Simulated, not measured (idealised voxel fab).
Process module under the name voxel tone inversion
220 nm wide, 5 nm square cells: that's cross-section cut.
Cross-sections here: square-cell grids, written as top-down lists of bands, a band being one or more rows of cells.
It is stipulated that each band's entry specify, in nanometres, the height of the top of the band and then that of its bottom, followed by the materials of the band in left-to-right sequence, each together with its width in nanometres. A single material marked by the word "full width" is understood to fill the band from edge to edge; the word "air" is understood to denote empty space.
Convention: height 0 is the level below which the wafer, as received, is all one material. The lowest band does not terminate at the bottom but continues downward, represented as "z 0 and below".
With a width like "30..40", each row of cells in the band differs from the next by the same amount, the top row carrying the first number and the bottom row the second.
"no change occurred" -> step changed no cross-section cell.
Reported under the label "Closed empty spaces" are the empty spaces having no open way to the top and comprising 8 cells or more; the notation for each is width x height at distance, in which the distance is measured from the left edge and all three values are in nm.
If you see something after the settings on a step's line, that's the simulator's own remark about that step.
Each step line may optionally specify "overlay nm", which for a step with a mask gives the rightward distance between the mask's planned place and where it lay, a negative value indicating the leftward direction.

# The steps planned for the process are as follows
1: op RECEIVE | material Si
2: op CONFORMAL_DEP | material SiN | thk nm 5
3: op DIRECTIONAL_DEP | material polySi | thk nm 25
4: op PATTERN | tone cover | mask id POSTS | material resist | width nm 25 | pitch nm 45 | thk nm 30 | overlay nm 0
5: op DIRECTIONAL_ETCH | etch materials polySi | depth nm 25
6: op STRIP | etch materials resist
7: op FILL_DEP | material SiO2 | thk nm 10
8: op CMP | height nm 30
9: op STRIP | etch materials polySi
10: op CONFORMAL_DEP | material TiN | thk nm 5
11: op FILL_DEP | material W | thk nm 5
12: op CMP | height nm 30
13: op CONFORMAL_DEP | material SiCN | thk nm 5

# First of two wafers, processed according to plan

# Cross-section: wafer on arrival = after step 1
  z 0 and below: Si full width
  Closed empty spaces: none

# Presented here is a cross-section of the wafer after step 2 has been performed
  z 5 to 0: SiN full width
  Heights below 0 show no change.

# Presented here is a cross-section of the wafer after step 3 has been performed
  z 30 to 5: polySi full width
  Heights below 5 show no change.

# Presented here is a cross-section of the wafer after step 4 has been performed
  z 60 to 30: air (30) / resist (25) / air (20) / resist (25) / air (20) / resist (25) / air (20) / resist (25) / air (30)
  Heights below 30 show no change.

# Presented here is a cross-section of the wafer after step 5 has been performed
  z 60 to 30: air (30) / resist (25) / air (20) / resist (25) / air (20) / resist (25) / air (20) / resist (25) / air (30)
  z 30 to 5: air (30) / polySi (25) / air (20) / polySi (25) / air (20) / polySi (25) / air (20) / polySi (25) / air (30)
  Heights below 5 show no change.

# Presented here is a cross-section of the wafer after step 6 has been performed
  z 30 to 5: air (30) / polySi (25) / air (20) / polySi (25) / air (20) / polySi (25) / air (20) / polySi (25) / air (30)
  Heights below 5 show no change.

# Presented here is a cross-section of the wafer after step 7 has been performed
  z 40 to 30: SiO2 full width
  z 30 to 5: SiO2 (30) / polySi (25) / SiO2 (20) / polySi (25) / SiO2 (20) / polySi (25) / SiO2 (20) / polySi (25) / SiO2 (30)
  Heights below 5 show no change.

# Presented here is a cross-section of the wafer after step 8 has been performed
  z 30 to 5: SiO2 (30) / polySi (25) / SiO2 (20) / polySi (25) / SiO2 (20) / polySi (25) / SiO2 (20) / polySi (25) / SiO2 (30)
  Heights below 5 show no change.

# Presented here is a cross-section of the wafer after step 9 has been performed
  z 30 to 5: SiO2 (30) / air (25) / SiO2 (20) / air (25) / SiO2 (20) / air (25) / SiO2 (20) / air (25) / SiO2 (30)
  Heights below 5 show no change.

# Presented here is a cross-section of the wafer after step 10 has been performed
  z 35 to 30: TiN (35) / air (15) / TiN (30) / air (15) / TiN (30) / air (15) / TiN (30) / air (15) / TiN (35)
  z 30 to 10: SiO2 (30) / TiN (5) / air (15) / TiN (5) / SiO2 (20) / TiN (5) / air (15) / TiN (5) / SiO2 (20) / TiN (5) / air (15) / TiN (5) / SiO2 (20) / TiN (5) / air (15) / TiN (5) / SiO2 (30)
  z 10 to 5: SiO2 (30) / TiN (25) / SiO2 (20) / TiN (25) / SiO2 (20) / TiN (25) / SiO2 (20) / TiN (25) / SiO2 (30)
  Heights below 5 show no change.

# Presented here is a cross-section of the wafer after step 11 has been performed
  z 40 to 35: W full width
  z 35 to 30: TiN (35) / W (15) / TiN (30) / W (15) / TiN (30) / W (15) / TiN (30) / W (15) / TiN (35)
  z 30 to 10: SiO2 (30) / TiN (5) / W (15) / TiN (5) / SiO2 (20) / TiN (5) / W (15) / TiN (5) / SiO2 (20) / TiN (5) / W (15) / TiN (5) / SiO2 (20) / TiN (5) / W (15) / TiN (5) / SiO2 (30)
  Heights below 10 show no change.

# Presented here is a cross-section of the wafer after step 12 has been performed
  z 30 to 10: SiO2 (30) / TiN (5) / W (15) / TiN (5) / SiO2 (20) / TiN (5) / W (15) / TiN (5) / SiO2 (20) / TiN (5) / W (15) / TiN (5) / SiO2 (20) / TiN (5) / W (15) / TiN (5) / SiO2 (30)
  Heights below 10 show no change.

# Presented here is a cross-section of the wafer after step 13 has been performed
  z 35 to 30: SiCN full width
  Heights below 30 show no change.

# Second wafer. Start and plan as for the first. One mistake made in running. Agrees with the first up to and including step 7

# Cross-section of the second wafer when, according to plan, step 8 should have finished
  z 25 to 5: SiO2 (30) / polySi (25) / SiO2 (20) / polySi (25) / SiO2 (20) / polySi (25) / SiO2 (20) / polySi (25) / SiO2 (30)
  Heights below 5 show no change.

# Cross-section of the second wafer when, according to plan, step 9 should have finished
  z 25 to 5: SiO2 (30) / air (25) / SiO2 (20) / air (25) / SiO2 (20) / air (25) / SiO2 (20) / air (25) / SiO2 (30)
  Heights below 5 show no change.

# Cross-section of the second wafer when, according to plan, step 10 should have finished
  z 30 to 25: TiN (35) / air (15) / TiN (30) / air (15) / TiN (30) / air (15) / TiN (30) / air (15) / TiN (35)
  z 25 to 10: SiO2 (30) / TiN (5) / air (15) / TiN (5) / SiO2 (20) / TiN (5) / air (15) / TiN (5) / SiO2 (20) / TiN (5) / air (15) / TiN (5) / SiO2 (20) / TiN (5) / air (15) / TiN (5) / SiO2 (30)
  z 10 to 5: SiO2 (30) / TiN (25) / SiO2 (20) / TiN (25) / SiO2 (20) / TiN (25) / SiO2 (20) / TiN (25) / SiO2 (30)
  Heights below 5 show no change.

# Cross-section of the second wafer when, according to plan, step 11 should have finished
  z 35 to 30: W full width
  z 30 to 25: TiN (35) / W (15) / TiN (30) / W (15) / TiN (30) / W (15) / TiN (30) / W (15) / TiN (35)
  z 25 to 10: SiO2 (30) / TiN (5) / W (15) / TiN (5) / SiO2 (20) / TiN (5) / W (15) / TiN (5) / SiO2 (20) / TiN (5) / W (15) / TiN (5) / SiO2 (20) / TiN (5) / W (15) / TiN (5) / SiO2 (30)
  Heights below 10 show no change.

# Cross-section of the second wafer when, according to plan, step 12 should have finished
  z 30 to 25: TiN (35) / W (15) / TiN (30) / W (15) / TiN (30) / W (15) / TiN (30) / W (15) / TiN (35)
  Heights below 25 show no change.

# Cross-section of the second wafer when, according to plan, step 13 should have finished
  z 35 to 30: SiCN full width
  Heights below 30 show no change.
Want to know what went wrong? step 8, actual vs plan mismatch, actual run op CMP | height nm 25
Per the end-of-run cell counts, the second wafer holds more or fewer of some materials than the first: SiO2: 24 fewer | TiN: 24 more
